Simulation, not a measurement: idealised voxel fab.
Process module under the name voxel wiring stack
Cross-section cut: width 235 nm, square cells of 5 nm.
Cross-sections here: square-cell grids, written as top-down lists of bands, a band being one or more rows of cells. Band: top and bottom heights (nm) first, top before bottom; then materials from left to right, widths in nm. "edge to edge" marks a sole material filling the band edge to edge. "air" denotes empty space. Measure heights from 0. That's the level where, below it, the as-received wafer is all one material. The lowest band is bottomless and extends downward; write it as in "from 0 down". You'd read "30->40" like this: the band's top row of cells is as wide as the first number, its bottom row is as wide as the second, and going down, every row changes width by the same amount as the row before did. "no alteration" for a step: no cell of the cross-section changed in that step. For the entry "Fully sealed cavities", the listed items are empty spaces with no open way to the top whose size is 8 cells or more; each item follows the pattern width x height at distance, where distance is from the left edge and all three are in nm. On a step's line, text after the settings is the simulator commenting on that step. overlay nm: mask offset rightward from planned place, masked step; negative means leftward offset.

## The process steps that were planned are listed below
1: RECEIVE | material Si
2: CONFORMAL_DEP | material SiO2 | thk nm 10
3: DIRECTIONAL_DEP | material TiN | thk nm 5
4: DIRECTIONAL_DEP | material Ru | thk nm 15
5: DIRECTIONAL_DEP | material aC | thk nm 15
6: PATTERN | tone cover | mask id METAL_1 | material resist | width nm 20 | pitch nm 50 | thk nm 30 | overlay nm 0
7: DIRECTIONAL_ETCH | etch materials aC | depth nm 15
8: STRIP | etch materials resist
9: DIRECTIONAL_ETCH | etch materials Ru | depth nm 15
10: DIRECTIONAL_ETCH | etch materials TiN | depth nm 5
11: STRIP | etch materials aC
12: CONFORMAL_DEP | material SiCN | thk nm 5
13: FILL_DEP | material SiO2 | thk nm 5
14: CMP | height nm 30
15: CONFORMAL_DEP | material SiCN | thk nm 5
16: DIRECTIONAL_DEP | material SiO2 | thk nm 15
17: DIRECTIONAL_DEP | material aC | thk nm 10
18: PATTERN | tone open | mask id PLUG_1 | material resist | width nm 15 | pitch nm 50 | thk nm 25 | overlay nm 0
19: DIRECTIONAL_ETCH | etch materials aC | depth nm 10
20: STRIP | etch materials resist
21: DIRECTIONAL_ETCH | etch materials SiO2 | depth nm 15
22: DIRECTIONAL_ETCH | etch materials SiCN | depth nm 5
23: STRIP | etch materials aC
24: CONFORMAL_DEP | material TiN | thk nm 5
25: FILL_DEP | material Ru | thk nm 5
26: CMP | height nm 50
27: CONFORMAL_DEP | material SiN | thk nm 5
28: DIRECTIONAL_DEP | material lowk | thk nm 25
29: MASKED_ETCH | tone open | mask id METAL_2 | width nm 20 | pitch nm 50 | etch materials lowk | depth nm 25 | overlay nm 0
30: MASKED_ETCH | tone open | mask id METAL_2 | width nm 20 | pitch nm 50 | etch materials SiN | depth nm 5 | overlay nm 0
31: CONFORMAL_DEP | material TiN | thk nm 5
32: FILL_DEP | material W | thk nm 5
33: CMP | height nm 80
34: CONFORMAL_DEP | material SiCN | thk nm 5
35: DIRECTIONAL_DEP | material SiO2 | thk nm 30
36: DIRECTIONAL_DEP | material aC | thk nm 10
37: PATTERN | tone open | mask id METAL_3_HOLES | material resist | width nm 15 | thk nm 30 | overlay nm 0
38: DIRECTIONAL_ETCH | etch materials aC | depth nm 10
39: STRIP | etch materials resist
40: DIRECTIONAL_ETCH | etch materials SiO2 | depth nm 30
41: STRIP | etch materials aC
42: MASKED_ETCH | tone open | mask id METAL_3 | width nm 20 | pitch nm 50 | etch materials SiO2 | depth nm 15 | overlay nm 0
43: MASKED_ETCH | tone open | mask id METAL_3 | width nm 20 | pitch nm 50 | etch materials SiCN | depth nm 5 | overlay nm 0
44: CONFORMAL_DEP | material TiN | thk nm 5
45: FILL_DEP | material Ru | thk nm 5
46: CMP | height nm 115
47: CONFORMAL_DEP | material SiN | thk nm 5

## Cross-section of the wafer upon arrival, representing the state reached after step 1
from 0 down = Si edge to edge
Fully sealed cavities: none

## This is how the wafer looks in cross-section once the module is done, given the starting state and plan above and one mistake in carrying the plan out
from 120 to 115 = SiN edge to edge
from 115 to 105 = 80 SiO2 | 5 TiN | 10 Ru | 5 TiN | 30 SiO2 | 5 TiN | 10 Ru | 5 TiN | 85 SiO2
from 105 to 100 = 80 SiO2 | 5 TiN | 5 Ru | 10 TiN | 30 SiO2 | 20 TiN | 85 SiO2
from 100 to 85 = 80 SiO2 | 5 TiN | 5 Ru | 5 TiN | 140 SiO2
from 85 to 80 = 80 SiCN | 15 TiN | 140 SiCN
from 80 to 55 = 80 lowk | 5 TiN | 10 W | 5 TiN | 30 lowk | 5 TiN | 10 W | 5 TiN | 85 lowk
from 55 to 50 = 80 SiN | 20 TiN | 30 SiN | 20 TiN | 85 SiN
from 50 to 35 = 80 SiO2 | 5 TiN | 5 Ru | 5 TiN | 35 SiO2 | 5 TiN | 5 Ru | 5 TiN | 90 SiO2
from 35 to 30 = 80 SiCN | 15 TiN | 35 SiCN | 15 TiN | 90 SiCN
from 30 to 25 = 75 SiO2 | 30 SiCN | 20 SiO2 | 30 SiCN | 80 SiO2
from 25 to 15 = 75 SiO2 | 5 SiCN | 20 Ru | 5 SiCN | 20 SiO2 | 5 SiCN | 20 Ru | 5 SiCN | 80 SiO2
from 15 to 10 = 80 SiCN | 20 Ru | 30 SiCN | 20 Ru | 85 SiCN
from 10 to 0 = SiO2 edge to edge
from 0 down = Si edge to edge
Fully sealed cavities: none
What was done differently from what was planned? step 3 was dropped from the plan's execution and never run
